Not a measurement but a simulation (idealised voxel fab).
Documented hereafter: the process module known as voxel capacitor over wiring.
For reference, the cross-section in this document is cut, with width 300 nm and square cells of 5 nm.
Notation: cross-section as square-cell grid; stated in bands, top first, going down; one or more cell rows per band. Band entry format. Leading values: height of top, height of bottom, nm. Remainder: materials in left-to-right order, each with its width in nm. Special words: "edge to edge" on a single material, which then fills the band edge to edge; "empty", empty space. Ref level 0: as-received wafer is one material below here. Bottom band extends down with no lower bound ("0 nm and below"). The expression "30->40" gives the width at the extremes of the band, the first number at its top row of cells and the second at its bottom row, with the width changing by equal amounts from each row to the next in between. "identical to before" after a step means that no cell of the cross-section changed. Enclosed voids (no open way to top), threshold 8 cells or more, entry "Voids lacking openings", notation width x height at distance, distance from left edge, nm. Heads up: the bit after the settings on a step's line is the simulator's remark on that step. The line of a step may include "overlay nm". On a step with a mask, this value is how far to the right of its planned place the mask lay. A negative value means the mask lay to the left. Pairs from here to the end. Each: cross-section before one process step, cross-section after it, the latter only as far down as the lowest band that changed. Under each: the step between, and its settings. Mind that the pairs may be taken from different runs of this module on the same starting wafer; whether a pair continues from the pair above depends on its entry headed "Before step", and it does only where that entry says so.

BEFORE STEP
80 nm to 75 nm  105 empty; 60 TiN; 135 empty
75 nm to 70 nm  105 empty; 60 Al2O3; 135 empty
70 nm to 60 nm  100 empty; 70 TiN; 130 empty
60 nm to 40 nm  105 SiO2; 5 TiN; 5 Ru; 5 TiN; 180 SiO2
40 nm to 35 nm  105 SiCN; 15 TiN; 180 SiCN
35 nm to 20 nm  100 SiO2; 15 Ru; 65 SiO2; 15 Ru; 105 SiO2
20 nm to 15 nm  100 SiO2; 15 TiN; 65 SiO2; 15 TiN; 105 SiO2
15 nm to 0 nm  SiO2 edge to edge
0 nm and below  Si edge to edge
Voids lacking openings: none

POST-PROCESS SECTION
95 nm to 80 nm  SiO2 edge to edge
80 nm to 75 nm  105 SiO2; 60 TiN; 135 SiO2
75 nm to 70 nm  105 SiO2; 60 Al2O3; 135 SiO2
70 nm to 60 nm  100 SiO2; 70 TiN; 130 SiO2
Beneath the level 60, the cross-section is identical to its previous state.
Voids lacking openings: none
Step linking the sections shown: FILL_DEP: material SiO2, thk nm 15

Before step: see preceding pair, after cross-section.

POST-PROCESS SECTION
90 nm to 80 nm  SiO2 edge to edge
Beneath the level 80, the cross-section is identical to its previous state.
Voids lacking openings: none
Step linking the sections shown: CMP: height nm 90

Before step: see preceding pair, after cross-section.

POST-PROCESS SECTION
105 nm to 90 nm  aC edge to edge
Beneath the level 90, the cross-section is identical to its previous state.
Voids lacking openings: none
Step linking the sections shown: DIRECTIONAL_DEP: material aC, thk nm 15

Before step: see preceding pair, after cross-section.

POST-PROCESS SECTION
140 nm to 105 nm  115 resist; 15 empty; 170 resist
Beneath the level 105, the cross-section is identical to its previous state.
Voids lacking openings: none
Step linking the sections shown: PATTERN: tone open, mask id PLUG_2, material resist, width nm 15, thk nm 35, overlay nm 0

Before step: see preceding pair, after cross-section.

POST-PROCESS SECTION
125 nm to 105 nm  115 resist; 15 empty; 170 resist
105 nm to 90 nm  115 aC; 15 empty; 170 aC
Beneath the level 90, the cross-section is identical to its previous state.
Voids lacking openings: none
Step linking the sections shown: DIRECTIONAL_ETCH: etch materials aC, depth nm 15

Before step: see preceding pair, after cross-section.

POST-PROCESS SECTION
105 nm to 90 nm  115 aC; 15 empty; 170 aC
Beneath the level 90, the cross-section is identical to its previous state.
Voids lacking openings: none
Step linking the sections shown: STRIP: etch materials resist

Before step: see preceding pair, after cross-section.

POST-PROCESS SECTION
105 nm to 90 nm  115 aC; 15 empty; 170 aC
90 nm to 80 nm  115 SiO2; 15 empty; 170 SiO2
Beneath the level 80, the cross-section is identical to its previous state.
Voids lacking openings: none
Step linking the sections shown: DIRECTIONAL_ETCH: etch materials SiO2, depth nm 10

Before step: see preceding pair, after cross-section.

POST-PROCESS SECTION
90 nm to 80 nm  115 SiO2; 15 empty; 170 SiO2
Beneath the level 80, the cross-section is identical to its previous state.
Voids lacking openings: none
Step linking the sections shown: STRIP: etch materials aC

Before step: see preceding pair, after cross-section.

POST-PROCESS SECTION
95 nm to 90 nm  120 TiN; 5 empty; 175 TiN
90 nm to 85 nm  115 SiO2; 5 TiN; 5 empty; 5 TiN; 170 SiO2
85 nm to 75 nm  115->105 SiO2; 15->60 TiN; 170->135 SiO2
Beneath the level 75, the cross-section is identical to its previous state.
Voids lacking openings: none
Step linking the sections shown: CONFORMAL_DEP: material TiN, thk nm 5

Before step: see preceding pair, after cross-section.

POST-PROCESS SECTION
100 nm to 95 nm  Ru edge to edge
95 nm to 90 nm  120 TiN; 5 Ru; 175 TiN
90 nm to 85 nm  115 SiO2; 5 TiN; 5 Ru; 5 TiN; 170 SiO2
Beneath the level 85, the cross-section is identical to its previous state.
Voids lacking openings: none
Step linking the sections shown: FILL_DEP: material Ru, thk nm 5

Before step: see preceding pair, after cross-section.

POST-PROCESS SECTION
90 nm to 85 nm  115 SiO2; 5 TiN; 5 Ru; 5 TiN; 170 SiO2
Beneath the level 85, the cross-section is identical to its previous state.
Voids lacking openings: none
Step linking the sections shown: CMP: height nm 90

Before step: see preceding pair, after cross-section.

POST-PROCESS SECTION
95 nm to 90 nm  SiN edge to edge
Beneath the level 90, the cross-section is identical to its previous state.
Voids lacking openings: none
Step linking the sections shown: CONFORMAL_DEP: material SiN, thk nm 5

BEFORE STEP
60 nm to 40 nm  105 SiO2; 15 empty; 180 SiO2
40 nm to 35 nm  SiCN edge to edge
35 nm to 20 nm  95 SiO2; 25 Ru; 55 SiO2; 25 Ru; 100 SiO2
20 nm to 15 nm  95 SiO2; 25 TiN; 55 SiO2; 25 TiN; 100 SiO2
15 nm to 0 nm  SiO2 edge to edge
0 nm and below  Si edge to edge
Voids lacking openings: none

POST-PROCESS SECTION
60 nm to 40 nm  105 SiO2; 15 empty; 180 SiO2
40 nm to 35 nm  115 SiCN; 5 empty; 180 SiCN
Beneath the level 35, the cross-section is identical to its previous state.
Voids lacking openings: none
Step linking the sections shown: MASKED_ETCH: tone open, mask id PLUG_1, width nm 15, etch materials SiCN, depth nm 5, overlay nm 10

Before step: see preceding pair, after cross-section.

POST-PROCESS SECTION
65 nm to 60 nm  110 TiN; 5 empty; 185 TiN
60 nm to 45 nm  105 SiO2; 5 TiN; 5 empty; 5 TiN; 180 SiO2
45 nm to 40 nm  105 SiO2; 15 TiN; 180 SiO2
40 nm to 35 nm  115 SiCN; 5 TiN; 180 SiCN
Beneath the level 35, the cross-section is identical to its previous state.
Voids lacking openings: none
Step linking the sections shown: CONFORMAL_DEP: material TiN, thk nm 5

Before step: see preceding pair, after cross-section.

POST-PROCESS SECTION
70 nm to 65 nm  Ru edge to edge
65 nm to 60 nm  110 TiN; 5 Ru; 185 TiN
60 nm to 45 nm  105 SiO2; 5 TiN; 5 Ru; 5 TiN; 180 SiO2
Beneath the level 45, the cross-section is identical to its previous state.
Voids lacking openings: none
Step linking the sections shown: FILL_DEP: material Ru, thk nm 5

Before step: see preceding pair, after cross-section.

POST-PROCESS SECTION
60 nm to 45 nm  105 SiO2; 5 TiN; 5 Ru; 5 TiN; 180 SiO2
Beneath the level 45, the cross-section is identical to its previous state.
Voids lacking openings: none
Step linking the sections shown: CMP: height nm 60

Before step: see preceding pair, after cross-section.

POST-PROCESS SECTION
70 nm to 60 nm  TiN edge to edge
Beneath the level 60, the cross-section is identical to its previous state.
Voids lacking openings: none
Step linking the sections shown: DIRECTIONAL_DEP: material TiN, thk nm 10

Before step: see preceding pair, after cross-section.

POST-PROCESS SECTION
75 nm to 70 nm  Al2O3 edge to edge
Beneath the level 70, the cross-section is identical to its previous state.
Voids lacking openings: none
Step linking the sections shown: DIRECTIONAL_DEP: material Al2O3, thk nm 5

Before step: see preceding pair, after cross-section.

POST-PROCESS SECTION
80 nm to 75 nm  TiN edge to edge
Beneath the level 75, the cross-section is identical to its previous state.
Voids lacking openings: none
Step linking the sections shown: DIRECTIONAL_DEP: material TiN, thk nm 5

Before step: see preceding pair, after cross-section.

POST-PROCESS SECTION
80 nm to 75 nm  105 empty; 60 TiN; 135 empty
Beneath the level 75, the cross-section is identical to its previous state.
Voids lacking openings: none
Step linking the sections shown: MASKED_ETCH: tone cover, mask id UPPER_PLATE, width nm 60, etch materials TiN, depth nm 5, overlay nm 0

Before step: see preceding pair, after cross-section.

POST-PROCESS SECTION
80 nm to 75 nm  105 empty; 60 TiN; 135 empty
75 nm to 70 nm  105 empty; 60 Al2O3; 135 empty
Beneath the level 70, the cross-section is identical to its previous state.
Voids lacking openings: none
Step linking the sections shown: MASKED_ETCH: tone cover, mask id UPPER_PLATE, width nm 60, etch materials Al2O3, depth nm 5, overlay nm 0

Before step: see preceding pair, after cross-section.

POST-PROCESS SECTION
80 nm to 75 nm  105 empty; 60 TiN; 135 empty
75 nm to 70 nm  105 empty; 60 Al2O3; 135 empty
70 nm to 60 nm  100 empty; 70 TiN; 130 empty
Beneath the level 60, the cross-section is identical to its previous state.
Voids lacking openings: none
Step linking the sections shown: MASKED_ETCH: tone cover, mask id LOWER_PLATE, width nm 70, etch materials TiN, depth nm 10, overlay nm 0

Before step: see preceding pair, after cross-section.

POST-PROCESS SECTION
95 nm to 80 nm  SiO2 edge to edge
80 nm to 75 nm  105 SiO2; 60 TiN; 135 SiO2
75 nm to 70 nm  105 SiO2; 60 Al2O3; 135 SiO2
70 nm to 60 nm  100 SiO2; 70 TiN; 130 SiO2
Beneath the level 60, the cross-section is identical to its previous state.
Voids lacking openings: none
Step linking the sections shown: FILL_DEP: material SiO2, thk nm 15

Before step: see preceding pair, after cross-section.

POST-PROCESS SECTION
90 nm to 80 nm  SiO2 edge to edge
Beneath the level 80, the cross-section is identical to its previous state.
Voids lacking openings: none
Step linking the sections shown: CMP: height nm 90

Before step: see preceding pair, after cross-section.

POST-PROCESS SECTION
105 nm to 90 nm  aC edge to edge
Beneath the level 90, the cross-section is identical to its previous state.
Voids lacking openings: none
Step linking the sections shown: DIRECTIONAL_DEP: material aC, thk nm 15

Before step: see preceding pair, after cross-section.

POST-PROCESS SECTION
140 nm to 105 nm  115 resist; 15 empty; 170 resist
Beneath the level 105, the cross-section is identical to its previous state.
Voids lacking openings: none
Step linking the sections shown: PATTERN: tone open, mask id PLUG_2, material resist, width nm 15, thk nm 35, overlay nm 0

Before step: see preceding pair, after cross-section.

POST-PROCESS SECTION
125 nm to 105 nm  115 resist; 15 empty; 170 resist
105 nm to 90 nm  115 aC; 15 empty; 170 aC
Beneath the level 90, the cross-section is identical to its previous state.
Voids lacking openings: none
Step linking the sections shown: DIRECTIONAL_ETCH: etch materials aC, depth nm 15

Before step: see preceding pair, after cross-section.

POST-PROCESS SECTION
105 nm to 90 nm  115 aC; 15 empty; 170 aC
Beneath the level 90, the cross-section is identical to its previous state.
Voids lacking openings: none
Step linking the sections shown: STRIP: etch materials resist

Before step: see preceding pair, after cross-section.

POST-PROCESS SECTION
105 nm to 90 nm  115 aC; 15 empty; 170 aC
90 nm to 80 nm  115 SiO2; 15 empty; 170 SiO2
Beneath the level 80, the cross-section is identical to its previous state.
Voids lacking openings: none
Step linking the sections shown: DIRECTIONAL_ETCH: etch materials SiO2, depth nm 10

Before step: see preceding pair, after cross-section.

POST-PROCESS SECTION
90 nm to 80 nm  115 SiO2; 15 empty; 170 SiO2
Beneath the level 80, the cross-section is identical to its previous state.
Voids lacking openings: none
Step linking the sections shown: STRIP: etch materials aC

Before step: see preceding pair, after cross-section.

POST-PROCESS SECTION
95 nm to 90 nm  120 TiN; 5 empty; 175 TiN
90 nm to 85 nm  115 SiO2; 5 TiN; 5 empty; 5 TiN; 170 SiO2
85 nm to 75 nm  115->105 SiO2; 15->60 TiN; 170->135 SiO2
Beneath the level 75, the cross-section is identical to its previous state.
Voids lacking openings: none
Step linking the sections shown: CONFORMAL_DEP: material TiN, thk nm 5

Before step: see preceding pair, after cross-section.

POST-PROCESS SECTION
100 nm to 95 nm  Ru edge to edge
95 nm to 90 nm  120 TiN; 5 Ru; 175 TiN
90 nm to 85 nm  115 SiO2; 5 TiN; 5 Ru; 5 TiN; 170 SiO2
Beneath the level 85, the cross-section is identical to its previous state.
Voids lacking openings: none
Step linking the sections shown: FILL_DEP: material Ru, thk nm 5

Before step: see preceding pair, after cross-section.

POST-PROCESS SECTION
90 nm to 85 nm  115 SiO2; 5 TiN; 5 Ru; 5 TiN; 170 SiO2
Beneath the level 85, the cross-section is identical to its previous state.
Voids lacking openings: none
Step linking the sections shown: CMP: height nm 90

Before step: see preceding pair, after cross-section.

POST-PROCESS SECTION
95 nm to 90 nm  SiN edge to edge
Beneath the level 90, the cross-section is identical to its previous state.
Voids lacking openings: none
Step linking the sections shown: CONFORMAL_DEP: material SiN, thk nm 5

BEFORE STEP
90 nm to 80 nm  115 SiO2; 15 empty; 170 SiO2
80 nm to 75 nm  105 SiO2; 60 TiN; 135 SiO2
75 nm to 70 nm  105 SiO2; 60 Al2O3; 135 SiO2
70 nm to 60 nm  100 SiO2; 70 TiN; 130 SiO2
60 nm to 40 nm  105 SiO2; 5 TiN; 5 Ru; 5 TiN; 180 SiO2
40 nm to 35 nm  105 SiCN; 15 TiN; 180 SiCN
35 nm to 20 nm  95 SiO2; 25 Ru; 55 SiO2; 25 Ru; 100 SiO2
20 nm to 15 nm  95 SiO2; 25 TiN; 55 SiO2; 25 TiN; 100 SiO2
15 nm to 0 nm  SiO2 edge to edge
0 nm and below  Si edge to edge
Voids lacking openings: none

POST-PROCESS SECTION
95 nm to 90 nm  120 aC; 5 empty; 175 aC
90 nm to 85 nm  115 SiO2; 5 aC; 5 empty; 5 aC; 170 SiO2
85 nm to 80 nm  115 SiO2; 15 aC; 170 SiO2
Beneath the level 80, the cross-section is identical to its previous state.
Voids lacking openings: none
Step linking the sections shown: CONFORMAL_DEP: material aC, thk nm 5

Before step: see preceding pair, after cross-section.

POST-PROCESS SECTION
100 nm to 95 nm  Ru edge to edge
95 nm to 90 nm  120 aC; 5 Ru; 175 aC
90 nm to 85 nm  115 SiO2; 5 aC; 5 Ru; 5 aC; 170 SiO2
Beneath the level 85, the cross-section is identical to its previous state.
Voids lacking openings: none
Step linking the sections shown: FILL_DEP: material Ru, thk nm 5

Before step: see preceding pair, after cross-section.

POST-PROCESS SECTION
90 nm to 85 nm  115 SiO2; 5 aC; 5 Ru; 5 aC; 170 SiO2
Beneath the level 85, the cross-section is identical to its previous state.
Voids lacking openings: none
Step linking the sections shown: CMP: height nm 90

Before step: see preceding pair, after cross-section.

POST-PROCESS SECTION
95 nm to 90 nm  SiN edge to edge
Beneath the level 90, the cross-section is identical to its previous state.
Voids lacking openings: none
Step linking the sections shown: CONFORMAL_DEP: material SiN, thk nm 5

BEFORE STEP
45 nm to 35 nm  aC edge to edge
35 nm to 20 nm  Ru edge to edge
20 nm to 15 nm  TiN edge to edge
15 nm to 0 nm  SiO2 edge to edge
0 nm and below  Si edge to edge
Voids lacking openings: none

POST-PROCESS SECTION
70 nm to 45 nm  95 resist; 25 empty; 55 resist; 25 empty; 100 resist
Beneath the level 45, the cross-section is identical to its previous state.
Voids lacking openings: none
Step linking the sections shown: PATTERN: tone open, mask id METAL_1, material resist, width nm 25, pitch nm 80, thk nm 25, overlay nm 0

Before step: see preceding pair, after cross-section.

POST-PROCESS SECTION
60 nm to 45 nm  95 resist; 25 empty; 55 resist; 25 empty; 100 resist
45 nm to 35 nm  95 aC; 25 empty; 55 aC; 25 empty; 100 aC
Beneath the level 35, the cross-section is identical to its previous state.
Voids lacking openings: none
Step linking the sections shown: DIRECTIONAL_ETCH: etch materials aC, depth nm 10

Before step: see preceding pair, after cross-section.

POST-PROCESS SECTION
45 nm to 35 nm  95 aC; 25 empty; 55 aC; 25 empty; 100 aC
Beneath the level 35, the cross-section is identical to its previous state.
Voids lacking openings: none
Step linking the sections shown: STRIP: etch materials resist

Before step: see preceding pair, after cross-section.

POST-PROCESS SECTION
45 nm to 35 nm  95 aC; 25 empty; 55 aC; 25 empty; 100 aC
35 nm to 20 nm  95 Ru; 25 empty; 55 Ru; 25 empty; 100 Ru
Beneath the level 20, the cross-section is identical to its previous state.
Voids lacking openings: none
Step linking the sections shown: DIRECTIONAL_ETCH: etch materials Ru, depth nm 15

Before step: see preceding pair, after cross-section.

POST-PROCESS SECTION
45 nm to 35 nm  95 aC; 25 empty; 55 aC; 25 empty; 100 aC
35 nm to 20 nm  95 Ru; 25 empty; 55 Ru; 25 empty; 100 Ru
20 nm to 15 nm  95 TiN; 25 empty; 55 TiN; 25 empty; 100 TiN
Beneath the level 15, the cross-section is identical to its previous state.
Voids lacking openings: none
Step linking the sections shown: DIRECTIONAL_ETCH: etch materials TiN, depth nm 5

Before step: see preceding pair, after cross-section.

POST-PROCESS SECTION
35 nm to 20 nm  95 Ru; 25 empty; 55 Ru; 25 empty; 100 Ru
Beneath the level 20, the cross-section is identical to its previous state.
Voids lacking openings: none
Step linking the sections shown: STRIP: etch materials aC

Before step: see preceding pair, after cross-section.

POST-PROCESS SECTION
45 nm to 35 nm  SiO2 edge to edge
35 nm to 20 nm  95 Ru; 25 SiO2; 55 Ru; 25 SiO2; 100 Ru
20 nm to 15 nm  95 TiN; 25 SiO2; 55 TiN; 25 SiO2; 100 TiN
Beneath the level 15, the cross-section is identical to its previous state.
Voids lacking openings: none
Step linking the sections shown: FILL_DEP: material SiO2, thk nm 10

Before step: see preceding pair, after cross-section.

POST-PROCESS SECTION
35 nm to 20 nm  95 Ru; 25 SiO2; 55 Ru; 25 SiO2; 100 Ru
Beneath the level 20, the cross-section is identical to its previous state.
Voids lacking openings: none
Step linking the sections shown: CMP: height nm 35

Before step: see preceding pair, after cross-section.

POST-PROCESS SECTION
40 nm to 35 nm  SiCN edge to edge
Beneath the level 35, the cross-section is identical to its previous state.
Voids lacking openings: none
Step linking the sections shown: CONFORMAL_DEP: material SiCN, thk nm 5

Before step: see preceding pair, after cross-section.

POST-PROCESS SECTION
60 nm to 40 nm  SiO2 edge to edge
Beneath the level 40, the cross-section is identical to its previous state.
Voids lacking openings: none
Step linking the sections shown: DIRECTIONAL_DEP: material SiO2, thk nm 20

Before step: see preceding pair, after cross-section.

POST-PROCESS SECTION
60 nm to 40 nm  105 SiO2; 15 empty; 180 SiO2
Beneath the level 40, the cross-section is identical to its previous state.
Voids lacking openings: none
Step linking the sections shown: MASKED_ETCH: tone open, mask id PLUG_1, width nm 15, etch materials SiO2, depth nm 20, overlay nm 0

Before step: see preceding pair, after cross-section.

POST-PROCESS SECTION
60 nm to 40 nm  105 SiO2; 15 empty; 180 SiO2
40 nm to 35 nm  105 SiCN; 15 empty; 180 SiCN
Beneath the level 35, the cross-section is identical to its previous state.
Voids lacking openings: none
Step linking the sections shown: MASKED_ETCH: tone open, mask id PLUG_1, width nm 15, etch materials SiCN, depth nm 5, overlay nm 0

Before step: see preceding pair, after cross-section.

POST-PROCESS SECTION
65 nm to 60 nm  110 TiN; 5 empty; 185 TiN
60 nm to 40 nm  105 SiO2; 5 TiN; 5 empty; 5 TiN; 180 SiO2
40 nm to 35 nm  105 SiCN; 15 TiN; 180 SiCN
Beneath the level 35, the cross-section is identical to its previous state.
Voids lacking openings: none
Step linking the sections shown: CONFORMAL_DEP: material TiN, thk nm 5

Before step: see preceding pair, after cross-section.

POST-PROCESS SECTION
70 nm to 65 nm  Ru edge to edge
65 nm to 60 nm  110 TiN; 5 Ru; 185 TiN
60 nm to 40 nm  105 SiO2; 5 TiN; 5 Ru; 5 TiN; 180 SiO2
Beneath the level 40, the cross-section is identical to its previous state.
Voids lacking openings: none
Step linking the sections shown: FILL_DEP: material Ru, thk nm 5

Before step: see preceding pair, after cross-section.

POST-PROCESS SECTION
60 nm to 40 nm  105 SiO2; 5 TiN; 5 Ru; 5 TiN; 180 SiO2
Beneath the level 40, the cross-section is identical to its previous state.
Voids lacking openings: none
Step linking the sections shown: CMP: height nm 60

Before step: see preceding pair, after cross-section.

POST-PROCESS SECTION
70 nm to 60 nm  TiN edge to edge
Beneath the level 60, the cross-section is identical to its previous state.
Voids lacking openings: none
Step linking the sections shown: DIRECTIONAL_DEP: material TiN, thk nm 10

Before step: see preceding pair, after cross-section.

POST-PROCESS SECTION
75 nm to 70 nm  Al2O3 edge to edge
Beneath the level 70, the cross-section is identical to its previous state.
Voids lacking openings: none
Step linking the sections shown: DIRECTIONAL_DEP: material Al2O3, thk nm 5

Before step: see preceding pair, after cross-section.

POST-PROCESS SECTION
80 nm to 75 nm  TiN edge to edge
Beneath the level 75, the cross-section is identical to its previous state.
Voids lacking openings: none
Step linking the sections shown: DIRECTIONAL_DEP: material TiN, thk nm 5

Before step: see preceding pair, after cross-section.

POST-PROCESS SECTION
80 nm to 75 nm  105 empty; 60 TiN; 135 empty
Beneath the level 75, the cross-section is identical to its previous state.
Voids lacking openings: none
Step linking the sections shown: MASKED_ETCH: tone cover, mask id UPPER_PLATE, width nm 60, etch materials TiN, depth nm 5, overlay nm 0

Before step: see preceding pair, after cross-section.

POST-PROCESS SECTION
80 nm to 75 nm  105 empty; 60 TiN; 135 empty
75 nm to 70 nm  105 empty; 60 Al2O3; 135 empty
Beneath the level 70, the cross-section is identical to its previous state.
Voids lacking openings: none
Step linking the sections shown: MASKED_ETCH: tone cover, mask id UPPER_PLATE, width nm 60, etch materials Al2O3, depth nm 5, overlay nm 0

Before step: see preceding pair, after cross-section.

POST-PROCESS SECTION
80 nm to 75 nm  105 empty; 60 TiN; 135 empty
75 nm to 70 nm  105 empty; 60 Al2O3; 135 empty
70 nm to 60 nm  100 empty; 70 TiN; 130 empty
Beneath the level 60, the cross-section is identical to its previous state.
Voids lacking openings: none
Step linking the sections shown: MASKED_ETCH: tone cover, mask id LOWER_PLATE, width nm 70, etch materials TiN, depth nm 10, overlay nm 0

Before step: see preceding pair, after cross-section.

POST-PROCESS SECTION
95 nm to 80 nm  SiO2 edge to edge
80 nm to 75 nm  105 SiO2; 60 TiN; 135 SiO2
75 nm to 70 nm  105 SiO2; 60 Al2O3; 135 SiO2
70 nm to 60 nm  100 SiO2; 70 TiN; 130 SiO2
Beneath the level 60, the cross-section is identical to its previous state.
Voids lacking openings: none
Step linking the sections shown: FILL_DEP: material SiO2, thk nm 15

Before step: see preceding pair, after cross-section.

POST-PROCESS SECTION
90 nm to 80 nm  SiO2 edge to edge
Beneath the level 80, the cross-section is identical to its previous state.
Voids lacking openings: none
Step linking the sections shown: CMP: height nm 90

Before step: see preceding pair, after cross-section.

POST-PROCESS SECTION
105 nm to 90 nm  aC edge to edge
Beneath the level 90, the cross-section is identical to its previous state.
Voids lacking openings: none
Step linking the sections shown: DIRECTIONAL_DEP: material aC, thk nm 15

Before step: see preceding pair, after cross-section.

POST-PROCESS SECTION
140 nm to 105 nm  115 resist; 15 empty; 170 resist
Beneath the level 105, the cross-section is identical to its previous state.
Voids lacking openings: none
Step linking the sections shown: PATTERN: tone open, mask id PLUG_2, material resist, width nm 15, thk nm 35, overlay nm 0

Before step: see preceding pair, after cross-section.

POST-PROCESS SECTION
125 nm to 105 nm  115 resist; 15 empty; 170 resist
105 nm to 90 nm  115 aC; 15 empty; 170 aC
Beneath the level 90, the cross-section is identical to its previous state.
Voids lacking openings: none
Step linking the sections shown: DIRECTIONAL_ETCH: etch materials aC, depth nm 15

Before step: see preceding pair, after cross-section.

POST-PROCESS SECTION
105 nm to 90 nm  115 aC; 15 empty; 170 aC
Beneath the level 90, the cross-section is identical to its previous state.
Voids lacking openings: none
Step linking the sections shown: STRIP: etch materials resist

Before step: see preceding pair, after cross-section.

POST-PROCESS SECTION
105 nm to 90 nm  115 aC; 15 empty; 170 aC
90 nm to 80 nm  115 SiO2; 15 empty; 170 SiO2
Beneath the level 80, the cross-section is identical to its previous state.
Voids lacking openings: none
Step linking the sections shown: DIRECTIONAL_ETCH: etch materials SiO2, depth nm 10

Before step: see preceding pair, after cross-section.

POST-PROCESS SECTION
90 nm to 80 nm  115 SiO2; 15 empty; 170 SiO2
Beneath the level 80, the cross-section is identical to its previous state.
Voids lacking openings: none
Step linking the sections shown: STRIP: etch materials aC

Before step: see preceding pair, after cross-section.

POST-PROCESS SECTION
95 nm to 90 nm  120 TiN; 5 empty; 175 TiN
90 nm to 85 nm  115 SiO2; 5 TiN; 5 empty; 5 TiN; 170 SiO2
85 nm to 75 nm  115->105 SiO2; 15->60 TiN; 170->135 SiO2
Beneath the level 75, the cross-section is identical to its previous state.
Voids lacking openings: none
Step linking the sections shown: CONFORMAL_DEP: material TiN, thk nm 5

Before step: see preceding pair, after cross-section.

POST-PROCESS SECTION
100 nm to 95 nm  Ru edge to edge
95 nm to 90 nm  120 TiN; 5 Ru; 175 TiN
90 nm to 85 nm  115 SiO2; 5 TiN; 5 Ru; 5 TiN; 170 SiO2
Beneath the level 85, the cross-section is identical to its previous state.
Voids lacking openings: none
Step linking the sections shown: FILL_DEP: material Ru, thk nm 5

Before step: see preceding pair, after cross-section.

POST-PROCESS SECTION
90 nm to 85 nm  115 SiO2; 5 TiN; 5 Ru; 5 TiN; 170 SiO2
Beneath the level 85, the cross-section is identical to its previous state.
Voids lacking openings: none
Step linking the sections shown: CMP: height nm 90

Before step: see preceding pair, after cross-section.

POST-PROCESS SECTION
95 nm to 90 nm  SiN edge to edge
Beneath the level 90, the cross-section is identical to its previous state.
Voids lacking openings: none
Step linking the sections shown: CONFORMAL_DEP: material SiN, thk nm 5
